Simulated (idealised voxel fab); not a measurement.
The name of this process module is voxel self aligned contacts.
The figure presents cross-section cut, which has a width of 300 nm and is divided into square cells with an edge length of 5 nm.
Throughout this document, each cross-section is represented as a grid of square cells and is presented as a sequence of bands enumerated from the top downward, where a band comprises one or more rows of cells.
Basically the band line says how high the top is and how high the bottom is, in nm, and then what's in it from left to right, every material with its width in nm. Empty space shows up as "blank", and if a single material carries "full width" it runs the full band edge to edge.
Height is counted from the level 0, under which the received wafer is composed throughout of one material. The lowest of the bands is not closed at the bottom but continues downward, in the notation "0..down".
The expression "30->40" gives the width at the extremes of the band, the first number at its top row of cells and the second at its bottom row, with the width changing by equal amounts from each row to the next in between.
"identical to before" -> step changed no cross-section cell.
The label "Enclosed void entries" introduces a list of the empty spaces, 8 cells or larger, that have no open way up to the top; each entry in it reads width x height at distance, where the distance is taken from the left edge and all three are stated in nm.
Formally, on a step line, whatever follows the settings is a remark that the simulator itself makes on the step.
If you see "overlay nm" on a step's line and that step has a mask, it's telling you how far right of where it was planned the mask ended up; a negative number means it went left instead.
**The planned process steps are enumerated hereunder**
step 1: RECEIVE,material Si
step 2: OXIDIZE,depth nm 5
step 3: DIRECTIONAL_DEP,material polySi,thk nm 30
step 4: DIRECTIONAL_DEP,material SiN,thk nm 20
step 5: DIRECTIONAL_DEP,material aC,thk nm 10
step 6: PATTERN,tone cover,mask id GATE,material resist,width nm 25,pitch nm 50,thk nm 25,overlay nm 0
step 7: DIRECTIONAL_ETCH,etch materials aC,depth nm 10
step 8: STRIP,etch materials resist
step 9: DIRECTIONAL_ETCH,etch materials SiN,depth nm 20
step 10: DIRECTIONAL_ETCH,etch materials polySi,depth nm 30
step 11: STRIP,etch materials aC
step 12: CONFORMAL_DEP,material SiN,thk nm 5
step 13: DIRECTIONAL_ETCH,etch materials SiN,depth nm 5
step 14: FILL_DEP,material SiO2,thk nm 10
step 15: CMP,height nm 55
step 16: PATTERN,tone open,mask id CONTACT,material resist,width nm 35,pitch nm 50,thk nm 15,overlay nm 0
step 17: DIRECTIONAL_ETCH,etch materials SiO2,depth nm 60
step 18: STRIP,etch materials resist
step 19: CONFORMAL_DEP,material TiN,thk nm 5
step 20: FILL_DEP,material W,thk nm 5
step 21: CMP,height nm 55
step 22: CONFORMAL_DEP,material SiCN,thk nm 5
**The first of two wafers, run as planned**
**As-received state of the wafer in cross-section, equivalent to post-step 1**
> 0..down | Si full width
> Enclosed void entries: none
**Sectional view: wafer, after step 2**
> 0..-5 | SiO2 full width
> Under -5: no change, same as before.
**Sectional view: wafer, after step 3**
> 30..0 | polySi full width
> Under 0: no change, same as before.
**Sectional view: wafer, after step 4**
> 50..30 | SiN full width
> Under 30: no change, same as before.
**Sectional view: wafer, after step 5**
> 60..50 | aC full width
> Under 50: no change, same as before.
**Sectional view: wafer, after step 6**
> 85..60 | 85 of blank, 25 of resist, 25 of blank, 25 of resist, 25 of blank, 25 of resist, 90 of blank
> Under 60: no change, same as before.
**Sectional view: wafer, after step 7**
> 75..60 | 85 of blank, 25 of resist, 25 of blank, 25 of resist, 25 of blank, 25 of resist, 90 of blank
> 60..50 | 85 of blank, 25 of aC, 25 of blank, 25 of aC, 25 of blank, 25 of aC, 90 of blank
> Under 50: no change, same as before.
**Sectional view: wafer, after step 8**
> 60..50 | 85 of blank, 25 of aC, 25 of blank, 25 of aC, 25 of blank, 25 of aC, 90 of blank
> Under 50: no change, same as before.
**Sectional view: wafer, after step 9**
> 60..50 | 85 of blank, 25 of aC, 25 of blank, 25 of aC, 25 of blank, 25 of aC, 90 of blank
> 50..30 | 85 of blank, 25 of SiN, 25 of blank, 25 of SiN, 25 of blank, 25 of SiN, 90 of blank
> Under 30: no change, same as before.
**Sectional view: wafer, after step 10**
> 60..50 | 85 of blank, 25 of aC, 25 of blank, 25 of aC, 25 of blank, 25 of aC, 90 of blank
> 50..30 | 85 of blank, 25 of SiN, 25 of blank, 25 of SiN, 25 of blank, 25 of SiN, 90 of blank
> 30..0 | 85 of blank, 25 of polySi, 25 of blank, 25 of polySi, 25 of blank, 25 of polySi, 90 of blank
> Under 0: no change, same as before.
**Sectional view: wafer, after step 11**
> 50..30 | 85 of blank, 25 of SiN, 25 of blank, 25 of SiN, 25 of blank, 25 of SiN, 90 of blank
> Under 30: no change, same as before.
**Sectional view: wafer, after step 12**
> 55..30 | 80 of blank, 35 of SiN, 15 of blank, 35 of SiN, 15 of blank, 35 of SiN, 85 of blank
> 30..5 | 80 of blank, 5 of SiN, 25 of polySi, 5 of SiN, 15 of blank, 5 of SiN, 25 of polySi, 5 of SiN, 15 of blank, 5 of SiN, 25 of polySi, 5 of SiN, 85 of blank
> 5..0 | 85 of SiN, 25 of polySi, 25 of SiN, 25 of polySi, 25 of SiN, 25 of polySi, 90 of SiN
> Under 0: no change, same as before.
**Sectional view: wafer, after step 13**
> 50..30 | 80 of blank, 35 of SiN, 15 of blank, 35 of SiN, 15 of blank, 35 of SiN, 85 of blank
> 30..0 | 80 of blank, 5 of SiN, 25 of polySi, 5 of SiN, 15 of blank, 5 of SiN, 25 of polySi, 5 of SiN, 15 of blank, 5 of SiN, 25 of polySi, 5 of SiN, 85 of blank
> Under 0: no change, same as before.
**Sectional view: wafer, after step 14**
> 60..50 | SiO2 full width
> 50..30 | 80 of SiO2, 35 of SiN, 15 of SiO2, 35 of SiN, 15 of SiO2, 35 of SiN, 85 of SiO2
> 30..0 | 80 of SiO2, 5 of SiN, 25 of polySi, 5 of SiN, 15 of SiO2, 5 of SiN, 25 of polySi, 5 of SiN, 15 of SiO2, 5 of SiN, 25 of polySi, 5 of SiN, 85 of SiO2
> Under 0: no change, same as before.
**Sectional view: wafer, after step 15**
> 55..50 | SiO2 full width
> Under 50: no change, same as before.
**Sectional view: wafer, after step 16**
> 70..55 | 105 of resist, 35 of blank, 15 of resist, 35 of blank, 110 of resist
> Under 55: no change, same as before.
**Sectional view: wafer, after step 17**
> 70..55 | 105 of resist, 35 of blank, 15 of resist, 35 of blank, 110 of resist
> 55..50 | 105 of SiO2, 35 of blank, 15 of SiO2, 35 of blank, 110 of SiO2
> 50..30 | 80 of SiO2, 35 of SiN, 15 of blank, 35 of SiN, 15 of blank, 35 of SiN, 85 of SiO2
> 30..0 | 80 of SiO2, 5 of SiN, 25 of polySi, 5 of SiN, 15 of blank, 5 of SiN, 25 of polySi, 5 of SiN, 15 of blank, 5 of SiN, 25 of polySi, 5 of SiN, 85 of SiO2
> 0..-5 | 115 of SiO2, 15 of blank, 35 of SiO2, 15 of blank, 120 of SiO2
> Under -5: no change, same as before.
**Sectional view: wafer, after step 18**
> 55..50 | 105 of SiO2, 35 of blank, 15 of SiO2, 35 of blank, 110 of SiO2
> Under 50: no change, same as before.
**Sectional view: wafer, after step 19**
> 60..55 | 110 of TiN, 25 of blank, 25 of TiN, 25 of blank, 115 of TiN
> 55..50 | 105 of SiO2, 15 of TiN, 5 of blank, 15 of TiN, 15 of SiO2, 15 of TiN, 5 of blank, 15 of TiN, 110 of SiO2
> 50..30 | 80 of SiO2, 35 of SiN, 5 of TiN, 5 of blank, 5 of TiN, 35 of SiN, 5 of TiN, 5 of blank, 5 of TiN, 35 of SiN, 85 of SiO2
> 30..0 | 80 of SiO2, 5 of SiN, 25 of polySi, 5 of SiN, 5 of TiN, 5 of blank, 5 of TiN, 5 of SiN, 25 of polySi, 5 of SiN, 5 of TiN, 5 of blank, 5 of TiN, 5 of SiN, 25 of polySi, 5 of SiN, 85 of SiO2
> 0..-5 | 115 of SiO2, 15 of TiN, 35 of SiO2, 15 of TiN, 120 of SiO2
> Under -5: no change, same as before.
**Sectional view: wafer, after step 20**
> 65..60 | W full width
> 60..55 | 110 of TiN, 25 of W, 25 of TiN, 25 of W, 115 of TiN
> 55..50 | 105 of SiO2, 15 of TiN, 5 of W, 15 of TiN, 15 of SiO2, 15 of TiN, 5 of W, 15 of TiN, 110 of SiO2
> 50..30 | 80 of SiO2, 35 of SiN, 5 of TiN, 5 of W, 5 of TiN, 35 of SiN, 5 of TiN, 5 of W, 5 of TiN, 35 of SiN, 85 of SiO2
> 30..0 | 80 of SiO2, 5 of SiN, 25 of polySi, 5 of SiN, 5 of TiN, 5 of W, 5 of TiN, 5 of SiN, 25 of polySi, 5 of SiN, 5 of TiN, 5 of W, 5 of TiN, 5 of SiN, 25 of polySi, 5 of SiN, 85 of SiO2
> Under 0: no change, same as before.
**Sectional view: wafer, after step 21**
> 55..50 | 105 of SiO2, 15 of TiN, 5 of W, 15 of TiN, 15 of SiO2, 15 of TiN, 5 of W, 15 of TiN, 110 of SiO2
> Under 50: no change, same as before.
**Sectional view: wafer, after step 22**
> 60..55 | SiCN full width
> Under 55: no change, same as before.
**Second wafer. Start and plan as for the first. One mistake made in running. Agrees with the first up to and including step 2**
**The second wafer cut through, at the time step 3 was supposed to be finished**
> 20..0 | SiN full width
> Under 0: no change, same as before.
**The second wafer cut through, at the time step 4 was supposed to be finished**
> 50..20 | polySi full width
> Under 20: no change, same as before.
**The second wafer cut through, at the time step 5 was supposed to be finished**
> 60..50 | aC full width
> Under 50: no change, same as before.
**The second wafer cut through, at the time step 6 was supposed to be finished**
> 85..60 | 85 of blank, 25 of resist, 25 of blank, 25 of resist, 25 of blank, 25 of resist, 90 of blank
> Under 60: no change, same as before.
**The second wafer cut through, at the time step 7 was supposed to be finished**
> 75..60 | 85 of blank, 25 of resist, 25 of blank, 25 of resist, 25 of blank, 25 of resist, 90 of blank
> 60..50 | 85 of blank, 25 of aC, 25 of blank, 25 of aC, 25 of blank, 25 of aC, 90 of blank
> Under 50: no change, same as before.
**The second wafer cut through, at the time step 8 was supposed to be finished**
> 60..50 | 85 of blank, 25 of aC, 25 of blank, 25 of aC, 25 of blank, 25 of aC, 90 of blank
> Under 50: no change, same as before.
The second wafer cut through, at the time step 9 was supposed to be finished: identical to before
**The second wafer cut through, at the time step 10 was supposed to be finished**
> 60..50 | 85 of blank, 25 of aC, 25 of blank, 25 of aC, 25 of blank, 25 of aC, 90 of blank
> 50..20 | 85 of blank, 25 of polySi, 25 of blank, 25 of polySi, 25 of blank, 25 of polySi, 90 of blank
> Under 20: no change, same as before.
**The second wafer cut through, at the time step 11 was supposed to be finished**
> 50..20 | 85 of blank, 25 of polySi, 25 of blank, 25 of polySi, 25 of blank, 25 of polySi, 90 of blank
> Under 20: no change, same as before.
**The second wafer cut through, at the time step 12 was supposed to be finished**
> 55..50 | 80 of blank, 35 of SiN, 15 of blank, 35 of SiN, 15 of blank, 35 of SiN, 85 of blank
> 50..25 | 80 of blank, 5 of SiN, 25 of polySi, 5 of SiN, 15 of blank, 5 of SiN, 25 of polySi, 5 of SiN, 15 of blank, 5 of SiN, 25 of polySi, 5 of SiN, 85 of blank
> 25..20 | 85 of SiN, 25 of polySi, 25 of SiN, 25 of polySi, 25 of SiN, 25 of polySi, 90 of SiN
> Under 20: no change, same as before.
**The second wafer cut through, at the time step 13 was supposed to be finished**
> 50..20 | 80 of blank, 5 of SiN, 25 of polySi, 5 of SiN, 15 of blank, 5 of SiN, 25 of polySi, 5 of SiN, 15 of blank, 5 of SiN, 25 of polySi, 5 of SiN, 85 of blank
> Under 20: no change, same as before.
**The second wafer cut through, at the time step 14 was supposed to be finished**
> 60..50 | SiO2 full width
> 50..20 | 80 of SiO2, 5 of SiN, 25 of polySi, 5 of SiN, 15 of SiO2, 5 of SiN, 25 of polySi, 5 of SiN, 15 of SiO2, 5 of SiN, 25 of polySi, 5 of SiN, 85 of SiO2
> Under 20: no change, same as before.
**The second wafer cut through, at the time step 15 was supposed to be finished**
> 55..50 | SiO2 full width
> Under 50: no change, same as before.
**The second wafer cut through, at the time step 16 was supposed to be finished**
> 70..55 | 105 of resist, 35 of blank, 15 of resist, 35 of blank, 110 of resist
> Under 55: no change, same as before.
**The second wafer cut through, at the time step 17 was supposed to be finished**
> 70..55 | 105 of resist, 35 of blank, 15 of resist, 35 of blank, 110 of resist
> 55..50 | 105 of SiO2, 35 of blank, 15 of SiO2, 35 of blank, 110 of SiO2
> 50..20 | 80 of SiO2, 5 of SiN, 25 of polySi, 5 of SiN, 15 of blank, 5 of SiN, 25 of polySi, 5 of SiN, 15 of blank, 5 of SiN, 25 of polySi, 5 of SiN, 85 of SiO2
> Under 20: no change, same as before.
**The second wafer cut through, at the time step 18 was supposed to be finished**
> 55..50 | 105 of SiO2, 35 of blank, 15 of SiO2, 35 of blank, 110 of SiO2
> Under 50: no change, same as before.
**The second wafer cut through, at the time step 19 was supposed to be finished**
> 60..55 | 110 of TiN, 25 of blank, 25 of TiN, 25 of blank, 115 of TiN
> 55..50 | 105 of SiO2, 15 of TiN, 5 of blank, 15 of TiN, 15 of SiO2, 15 of TiN, 5 of blank, 15 of TiN, 110 of SiO2
> 50..25 | 80 of SiO2, 5 of SiN, 25 of polySi, 5 of SiN, 5 of TiN, 5 of blank, 5 of TiN, 5 of SiN, 25 of polySi, 5 of SiN, 5 of TiN, 5 of blank, 5 of TiN, 5 of SiN, 25 of polySi, 5 of SiN, 85 of SiO2
> 25..20 | 80 of SiO2, 5 of SiN, 25 of polySi, 5 of SiN, 15 of TiN, 5 of SiN, 25 of polySi, 5 of SiN, 15 of TiN, 5 of SiN, 25 of polySi, 5 of SiN, 85 of SiO2
> Under 20: no change, same as before.
**The second wafer cut through, at the time step 20 was supposed to be finished**
> 65..60 | W full width
> 60..55 | 110 of TiN, 25 of W, 25 of TiN, 25 of W, 115 of TiN
> 55..50 | 105 of SiO2, 15 of TiN, 5 of W, 15 of TiN, 15 of SiO2, 15 of TiN, 5 of W, 15 of TiN, 110 of SiO2
> 50..25 | 80 of SiO2, 5 of SiN, 25 of polySi, 5 of SiN, 5 of TiN, 5 of W, 5 of TiN, 5 of SiN, 25 of polySi, 5 of SiN, 5 of TiN, 5 of W, 5 of TiN, 5 of SiN, 25 of polySi, 5 of SiN, 85 of SiO2
> Under 25: no change, same as before.
**The second wafer cut through, at the time step 21 was supposed to be finished**
> 55..50 | 105 of SiO2, 15 of TiN, 5 of W, 15 of TiN, 15 of SiO2, 15 of TiN, 5 of W, 15 of TiN, 110 of SiO2
> Under 50: no change, same as before.
**The second wafer cut through, at the time step 22 was supposed to be finished**
> 60..55 | SiCN full width
> Under 55: no change, same as before.
Against the plan, the run slipped here: steps 3 and 4 run out of order (swapped)
Looking at both finished wafers in cells, the second ends up ahead of or behind the first on some materials: SiN +156, SiO2 -126, TiN -20, W -10
